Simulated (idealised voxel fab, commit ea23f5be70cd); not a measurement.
Name of the process module below: voxel wiring stack
Section cut is 275 nm wide and gridded with 5 nm square cells.
Square cells in a grid make up a cross-section in this document, and the grid is given as bands, listed from the top down, each one or more rows of cells. Top height, bottom height, nm. Materials left to right, width each, nm. Single material + "all across" = fills band edge to edge. "empty" = empty. Heights are measured from 0, the level below which the as-received wafer is all one material; the lowest band has no bottom and continues downward, written as in "0 nm and below". Per-row width for "30 to 40": begins at first number (top row of band), ends at second number (bottom row), increment between rows held constant. You'll sometimes find "no alterations made" written for a step, and that's the way of saying that nowhere in the cross-section did a cell change during that step. "Closed internal cavities" specifies each empty space that is not open to the top and that occupies no fewer than 8 cells, using the form width x height at distance, the distance measured from the left edge and all three quantities in nm. Post-settings text on a step line: simulator's own remark regarding the step. "overlay nm" answers the question of how far to the right of plan the mask lay on a step that has a mask, and when it is negative the answer is to the left.

LISTED BELOW ARE THE PROCESS STEPS AS PLANNED
1,RECEIVE: material Si
2,CONFORMAL_DEP: material SiO2, thk nm 10
3,CONFORMAL_DEP: material SiN, thk nm 5
4,DIRECTIONAL_DEP: material lowk, thk nm 15
5,MASKED_ETCH: tone open, mask id METAL_1, width nm 30, pitch nm 60, etch materials lowk, depth nm 15, overlay nm 0
6,MASKED_ETCH: tone open, mask id METAL_1, width nm 30, pitch nm 60, etch materials SiN, depth nm 5, overlay nm 0
7,CONFORMAL_DEP: material TiN, thk nm 5
8,FILL_DEP: material W, thk nm 10
9,CMP: height nm 30
10,CONFORMAL_DEP: material SiCN, thk nm 5
11,DIRECTIONAL_DEP: material lowk, thk nm 10
12,DIRECTIONAL_DEP: material aC, thk nm 15
13,PATTERN: tone open, mask id PLUG_1, material resist, width nm 15, pitch nm 120, thk nm 35, overlay nm 0
14,DIRECTIONAL_ETCH: etch materials aC, depth nm 15
15,STRIP: etch materials resist
16,DIRECTIONAL_ETCH: etch materials lowk, depth nm 10
17,DIRECTIONAL_ETCH: etch materials SiCN, depth nm 5
18,STRIP: etch materials aC
19,CONFORMAL_DEP: material TiN, thk nm 5
20,FILL_DEP: material Ru, thk nm 5
21,CMP: height nm 45
22,DIRECTIONAL_DEP: material TiN, thk nm 5
23,DIRECTIONAL_DEP: material W, thk nm 15
24,MASKED_ETCH: tone cover, mask id METAL_2, width nm 30, pitch nm 60, etch materials W, depth nm 15, overlay nm 0
25,MASKED_ETCH: tone cover, mask id METAL_2, width nm 30, pitch nm 60, etch materials TiN, depth nm 5, overlay nm 0
26,CONFORMAL_DEP: material SiCN, thk nm 5
27,FILL_DEP: material SiO2, thk nm 5
28,CMP: height nm 65
29,CONFORMAL_DEP: material SiCN, thk nm 5
30,DIRECTIONAL_DEP: material SiO2, thk nm 25
31,DIRECTIONAL_DEP: material aC, thk nm 15
32,PATTERN: tone open, mask id METAL_3_HOLES, material resist, width nm 15, pitch nm 60, thk nm 35, overlay nm 0
33,DIRECTIONAL_ETCH: etch materials aC, depth nm 15
34,STRIP: etch materials resist
35,DIRECTIONAL_ETCH: etch materials SiO2, depth nm 25
36,STRIP: etch materials aC
37,DIRECTIONAL_DEP: material aC, thk nm 10
38,PATTERN: tone open, mask id METAL_3, material resist, width nm 30, pitch nm 60, thk nm 30, overlay nm 0
39,DIRECTIONAL_ETCH: etch materials aC, depth nm 10
40,STRIP: etch materials resist
41,DIRECTIONAL_ETCH: etch materials SiO2, depth nm 15
42,DIRECTIONAL_ETCH: etch materials SiCN, depth nm 5
43,STRIP: etch materials aC
44,CONFORMAL_DEP: material TiN, thk nm 5
45,FILL_DEP: material Cu, thk nm 5
46,CMP: height nm 95
47,CONFORMAL_DEP: material SiCN, thk nm 5

WAFER CROSS-SECTION ON RECEIPT, I.E. AFTER STEP 1
    0 nm and below | Si all across
    Closed internal cavities: none

FIRST OF TWO WAFERS AT THE END OF THE MODULE, SHOWN IN CROSS-SECTION; RUN CARRIED OUT AS PLANNED
    100 nm to 95 nm | SiCN all across
    95 nm to 85 nm | SiO2=30 / TiN=5 / Cu=20 / TiN=5 / SiO2=30 / TiN=5 / Cu=20 / TiN=5 / SiO2=30 / TiN=5 / Cu=20 / TiN=5 / SiO2=30 / TiN=5 / Cu=20 / TiN=5 / SiO2=35
    85 nm to 80 nm | SiO2=30 / TiN=5 / Cu=5 / TiN=20 / SiO2=30 / TiN=5 / Cu=5 / TiN=20 / SiO2=30 / TiN=5 / Cu=5 / TiN=20 / SiO2=30 / TiN=5 / Cu=5 / TiN=20 / SiO2=35
    80 nm to 70 nm | SiO2=30 / TiN=5 / Cu=5 / TiN=5 / SiO2=45 / TiN=5 / Cu=5 / TiN=5 / SiO2=45 / TiN=5 / Cu=5 / TiN=5 / SiO2=45 / TiN=5 / Cu=5 / TiN=5 / SiO2=50
    70 nm to 65 nm | SiCN=30 / TiN=15 / SiCN=45 / TiN=15 / SiCN=45 / TiN=15 / SiCN=45 / TiN=15 / SiCN=50
    65 nm to 50 nm | SiO2=25 / SiCN=5 / W=30 / SiCN=5 / SiO2=20 / SiCN=5 / W=30 / SiCN=5 / SiO2=20 / SiCN=5 / W=30 / SiCN=5 / SiO2=20 / SiCN=5 / W=30 / SiCN=5 / SiO2=30
    50 nm to 45 nm | SiCN=30 / TiN=30 / SiCN=30 / TiN=30 / SiCN=30 / TiN=30 / SiCN=30 / TiN=30 / SiCN=35
    45 nm to 35 nm | lowk=30 / TiN=5 / Ru=5 / TiN=5 / lowk=105 / TiN=5 / Ru=5 / TiN=5 / lowk=110
    35 nm to 30 nm | SiCN=30 / TiN=15 / SiCN=105 / TiN=15 / SiCN=110
    30 nm to 15 nm | lowk=30 / TiN=5 / W=20 / TiN=5 / lowk=30 / TiN=5 / W=20 / TiN=5 / lowk=30 / TiN=5 / W=20 / TiN=5 / lowk=30 / TiN=5 / W=20 / TiN=5 / lowk=35
    15 nm to 10 nm | SiN=30 / TiN=30 / SiN=30 / TiN=30 / SiN=30 / TiN=30 / SiN=30 / TiN=30 / SiN=35
    10 nm to 0 nm | SiO2 all across
    0 nm and below | Si all across
    Closed internal cavities: none

MODULE END: CROSS-SECTION OF WAFER TWO OF TWO. SAME START AND PROCESS PLAN AS THE FIRST WAFER. ONE MISTAKE DURING EXECUTION
    100 nm to 95 nm | SiCN all across
    95 nm to 85 nm | SiO2=25 / TiN=5 / Cu=30 / TiN=5 / SiO2=20 / TiN=5 / Cu=30 / TiN=5 / SiO2=20 / TiN=5 / Cu=30 / TiN=5 / SiO2=20 / TiN=5 / Cu=30 / TiN=5 / SiO2=30
    85 nm to 80 nm | SiO2=25 / TiN=10 / Cu=5 / TiN=25 / SiO2=20 / TiN=10 / Cu=5 / TiN=25 / SiO2=20 / TiN=10 / Cu=5 / TiN=25 / SiO2=20 / TiN=10 / Cu=5 / TiN=25 / SiO2=30
    80 nm to 70 nm | SiO2=30 / TiN=5 / Cu=5 / TiN=5 / SiO2=45 / TiN=5 / Cu=5 / TiN=5 / SiO2=45 / TiN=5 / Cu=5 / TiN=5 / SiO2=45 / TiN=5 / Cu=5 / TiN=5 / SiO2=50
    70 nm to 65 nm | SiCN=30 / TiN=15 / SiCN=45 / TiN=15 / SiCN=45 / TiN=15 / SiCN=45 / TiN=15 / SiCN=50
    65 nm to 50 nm | SiO2=25 / SiCN=5 / W=30 / SiCN=5 / SiO2=20 / SiCN=5 / W=30 / SiCN=5 / SiO2=20 / SiCN=5 / W=30 / SiCN=5 / SiO2=20 / SiCN=5 / W=30 / SiCN=5 / SiO2=30
    50 nm to 45 nm | SiCN=30 / TiN=30 / SiCN=30 / TiN=30 / SiCN=30 / TiN=30 / SiCN=30 / TiN=30 / SiCN=35
    45 nm to 35 nm | lowk=30 / TiN=5 / Ru=5 / TiN=5 / lowk=105 / TiN=5 / Ru=5 / TiN=5 / lowk=110
    35 nm to 30 nm | SiCN=30 / TiN=15 / SiCN=105 / TiN=15 / SiCN=110
    30 nm to 15 nm | lowk=30 / TiN=5 / W=20 / TiN=5 / lowk=30 / TiN=5 / W=20 / TiN=5 / lowk=30 / TiN=5 / W=20 / TiN=5 / lowk=30 / TiN=5 / W=20 / TiN=5 / lowk=35
    15 nm to 10 nm | SiN=30 / TiN=30 / SiN=30 / TiN=30 / SiN=30 / TiN=30 / SiN=30 / TiN=30 / SiN=35
    10 nm to 0 nm | SiO2 all across
    0 nm and below | Si all across
    Closed internal cavities: none
Against the plan, the run slipped here: the process deviated at step 38: the operation and settings actually run there were PATTERN: tone open, mask id METAL_3, material resist, width nm 40, pitch nm 60, thk nm 30, overlay nm 0
Wrapping up, a cell-based count of both wafers puts the second over or under the first for these materials: Cu: 16 more; SiO2: 24 fewer; TiN: 8 more
